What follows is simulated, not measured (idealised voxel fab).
process module | voxel released beams
cross-section cut | 230 nm wide | cells 5 nm
A cross-section is a grid of square cells, given in bands from the top down. A band is one or more rows of cells.
Each band's line starts with the height of the band's top and of its bottom, in nm. Then come its materials from left to right, each with its width in nm. One material with "throughout" fills the band from edge to edge. "air" is empty space.
Height 0 is the level under which the wafer as received is all one material. The lowest band goes on downwards, as in "0 down".
A width such as "30 to 40" changes by the same amount from each row of cells to the next, from the band's top row to its bottom row.
"no change" after a step means that no cell of the cross-section changed.
closed voids: empty space of 8 cells or more with no open way to the top, each as width x height at its distance from the left edge, in nm
after a step's settings: what the simulator itself notes on the step
overlay nm, on a step with a mask: how far to the right of its planned place the mask lay; to the left if negative
plan
1 op RECEIVE | material Si
2 op CONFORMAL_DEP | material SiN | thk nm 5
3 op DIRECTIONAL_DEP | material SiO2 | thk nm 20
4 op DIRECTIONAL_DEP | material aC | thk nm 10
5 op PATTERN | tone open | mask id ANCHOR | material resist | width nm 25 | thk nm 30 | overlay nm 0
6 op DIRECTIONAL_ETCH | etch materials aC | depth nm 10
7 op STRIP | etch materials resist
8 op DIRECTIONAL_ETCH | etch materials SiO2 | depth nm 20
9 op STRIP | etch materials aC
10 op CONFORMAL_DEP | material polySi | thk nm 10
11 op DIRECTIONAL_DEP | material aC | thk nm 15
12 op PATTERN | tone cover | mask id BEAM | material resist | width nm 100 | thk nm 30 | overlay nm 0
13 op DIRECTIONAL_ETCH | etch materials aC | depth nm 15
14 op STRIP | etch materials resist
15 op DIRECTIONAL_ETCH | etch materials polySi | depth nm 10
16 op STRIP | etch materials aC
17 op STRIP | etch materials SiO2
varied across the wafers: width nm of step 12. The plan shows the first wafer's value. All wafers start alike
first wafer as received, after step 1
  0 down: Si throughout
  closed voids: none
each wafer at the end: cells of each material gained (+) or lost (-) since it was received, then its closed voids
width nm 100 | +46 SiN | +56 polySi | closed voids: none
width nm 105 | +46 SiN | +58 polySi | closed voids: none
width nm 110 | +46 SiN | +60 polySi | closed voids: none
width nm 115 | +46 SiN | +62 polySi | closed voids: none
width nm 120 | +46 SiN | +64 polySi | closed voids: none
width nm 125 | +46 SiN | +66 polySi | closed voids: none
